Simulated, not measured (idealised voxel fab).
Title: Process Module voxel self aligned vias
Cross-section cut spans 280 nm and uses square cells 5 nm in size.
For the purposes of this document, a cross-section shall be understood as a grid of square cells, specified as bands listed in top-to-bottom order, each band consisting of one or more rows of cells. Each band's line starts with the height of the band's top and of its bottom, in nm. Then come its materials from left to right, each with its width in nm. One material with "full width" fills the band from edge to edge. "empty" is empty space. Note: height 0 marks the level under which the wafer is uniformly one material as received. Lowest band unbounded below, written "0 nm and below". The expression "30->40" gives the width at the extremes of the band, the first number at its top row of cells and the second at its bottom row, with the width changing by equal amounts from each row to the next in between. What does "nothing got changed" mean for a step? It means no cell of the cross-section changed in that step. The list in "Completely sealed voids" covers empty spaces of 8 cells or more that cannot reach the top through any open way, and it gives each as width x height at distance; the distance is from the left edge, and width, height and distance are in nm. What comes after the settings on a step's line is commentary from the simulator itself on that step. The "overlay nm" setting may appear on a step's line; for a step that uses a mask, it gives how far to the right of its planned position the mask lay, and a negative value indicates the left.

Listed below are the process steps as planned:
1) RECEIVE with material Si
2) CONFORMAL_DEP with material SiO2, thk nm 10
3) CONFORMAL_DEP with material SiCN, thk nm 5
4) DIRECTIONAL_DEP with material lowk, thk nm 20
5) DIRECTIONAL_DEP with material aC, thk nm 10
6) PATTERN with tone open, mask id LINES, material resist, width nm 25, pitch nm 70, thk nm 25, overlay nm 0
7) DIRECTIONAL_ETCH with etch materials aC, depth nm 10
8) STRIP with etch materials resist
9) DIRECTIONAL_ETCH with etch materials lowk, depth nm 20
10) STRIP with etch materials aC
11) CONFORMAL_DEP with material TiN, thk nm 5
12) FILL_DEP with material Ru, thk nm 10
13) CMP with height nm 35
14) SELECTIVE_ETCH with etch materials W Ru TiN, depth nm 10
15) FILL_DEP with material SiN, thk nm 10
16) CMP with height nm 35
17) DIRECTIONAL_DEP with material lowk, thk nm 15
18) DIRECTIONAL_DEP with material aC, thk nm 15
19) PATTERN with tone open, mask id VIAS, material resist, width nm 45, pitch nm 70, thk nm 30, overlay nm 0
20) DIRECTIONAL_ETCH with etch materials aC, depth nm 15
21) STRIP with etch materials resist
22) DIRECTIONAL_ETCH with etch materials lowk, depth nm 15
23) DIRECTIONAL_ETCH with etch materials SiN, depth nm 10
24) STRIP with etch materials aC
25) CONFORMAL_DEP with material TiN, thk nm 5
26) FILL_DEP with material W, thk nm 10
27) CMP with height nm 50
28) CONFORMAL_DEP with material SiCN, thk nm 5

Cross-section of the wafer at receipt, which is the condition after step 1:
  0 nm and below = Si full width
  Completely sealed voids: none

The plan above was carried out on the starting structure above with one mistake, and this cross-section shows the wafer at the end of the module:
  55 nm to 50 nm = SiCN full width
  50 nm to 40 nm = lowk 45 nm, then TiN 5 nm, then W 35 nm, then TiN 5 nm, then lowk 25 nm, then TiN 5 nm, then W 35 nm, then TiN 5 nm, then lowk 25 nm, then TiN 5 nm, then W 35 nm, then TiN 5 nm, then lowk 50 nm
  40 nm to 30 nm = lowk 45->55 nm, then TiN 15->5 nm, then W 15 nm, then TiN 15->5 nm, then lowk 25->45 nm, then TiN 15->5 nm, then W 15 nm, then TiN 15->5 nm, then lowk 25->45 nm, then TiN 15->5 nm, then W 15 nm, then TiN 15->5 nm, then lowk 50->60 nm
  30 nm to 20 nm = lowk 55 nm, then TiN 25 nm, then lowk 45 nm, then TiN 25 nm, then lowk 45 nm, then TiN 25 nm, then lowk 60 nm
  20 nm to 15 nm = SiCN full width
  15 nm to 0 nm = SiO2 full width
  0 nm and below = Si full width
  Completely sealed voids: none
Heads up, the wafer didn't run the way we planned it: step 2 went in with a setting other than planned; the actual run was CONFORMAL_DEP with material SiO2, thk nm 15
